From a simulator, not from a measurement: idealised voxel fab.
A process module follows: voxel trench capacitor.
For reference, the cross-section in this document is cut, with width 180 nm and square cells of 5 nm.
A cross-section is written here as square cells arranged in a grid, and it is given in bands from the top down, each band taking up one or more rows of cells.
Within each band entry, the heights of the top and of the bottom of the band appear first, in that order and in nm; the materials of the band then follow from left to right, each with its corresponding width in nm. The designation "full width" on a single material indicates that it fills the band from edge to edge; the designation "air" indicates empty space.
Height reference: 0 = level under which incoming wafer is all one material. Lowest band: no bottom, runs on downward, e.g. "0..down".
Graded width ("30 to 40"): value in top row of band = first number; value in bottom row = second number; row-to-row change constant.
You'll sometimes find "left unchanged" written for a step, and that's the way of saying that nowhere in the cross-section did a cell change during that step.
Reported under the label "Sealed void inventory" are the empty spaces having no open way to the top and comprising 8 cells or more; the notation for each is width x height at distance, in which the distance is measured from the left edge and all three values are in nm.
Note: text after step settings on the step line = simulator remark on that step.
Steps that use a mask can have "overlay nm" on their line. It says how far the mask sat to the right of where it was meant to be. Negative means to the left.
[These are the steps we planned for the process]
1: RECEIVE | material Si
2: CONFORMAL_DEP | material SiN | thk nm 10
3: DIRECTIONAL_DEP | material aC | thk nm 10
4: PATTERN | tone open | mask id TRENCH | material resist | width nm 25 | pitch nm 55 | thk nm 25 | overlay nm 0
5: DIRECTIONAL_ETCH | etch materials aC | depth nm 10
6: STRIP | etch materials resist
7: DIRECTIONAL_ETCH | etch materials SiN | depth nm 10
8: DIRECTIONAL_ETCH | etch materials Si | depth nm 40
9: STRIP | etch materials aC
10: CONFORMAL_DEP | material SiO2 | thk nm 5
11: FILL_DEP | material polySi | thk nm 10
12: CMP | height nm 10
[As received (post step 1): cross-section]
  0..down | Si full width
  Sealed void inventory: none
[Cross-section, first of two wafers, end of module, run as planned]
  10..0 | 50 of SiN; 5 of SiO2; 15 of polySi; 5 of SiO2; 30 of SiN; 5 of SiO2; 15 of polySi; 5 of SiO2; 50 of SiN
  0..-35 | 50 of Si; 5 of SiO2; 15 of polySi; 5 of SiO2; 30 of Si; 5 of SiO2; 15 of polySi; 5 of SiO2; 50 of Si
  -35..-40 | 50 of Si; 25 of SiO2; 30 of Si; 25 of SiO2; 50 of Si
  -40..down | Si full width
  Sealed void inventory: none
[The second wafer, shown in cross-section after the module: started the same way as the first and given the same plan, yet one mistake crept into how it was run]
  10..0 | 55 of SiN; 5 of SiO2; 5 of polySi; 5 of SiO2; 40 of SiN; 5 of SiO2; 5 of polySi; 5 of SiO2; 55 of SiN
  0..-35 | 55 of Si; 5 of SiO2; 5 of polySi; 5 of SiO2; 40 of Si; 5 of SiO2; 5 of polySi; 5 of SiO2; 55 of Si
  -35..-40 | 55 of Si; 15 of SiO2; 40 of Si; 15 of SiO2; 55 of Si
  -40..down | Si full width
  Sealed void inventory: none
What was done differently from what was planned? so step 4 ended up running with a different setting than we planned, it ran as PATTERN | tone open | mask id TRENCH | material resist | width nm 15 | pitch nm 55 | thk nm 25 | overlay nm 0
Once processing is complete, comparing cell counts shows that the second wafer has more or fewer of certain materials than the first: Si: 32 more | SiN: 8 more | SiO2: 4 fewer | polySi: 36 fewer
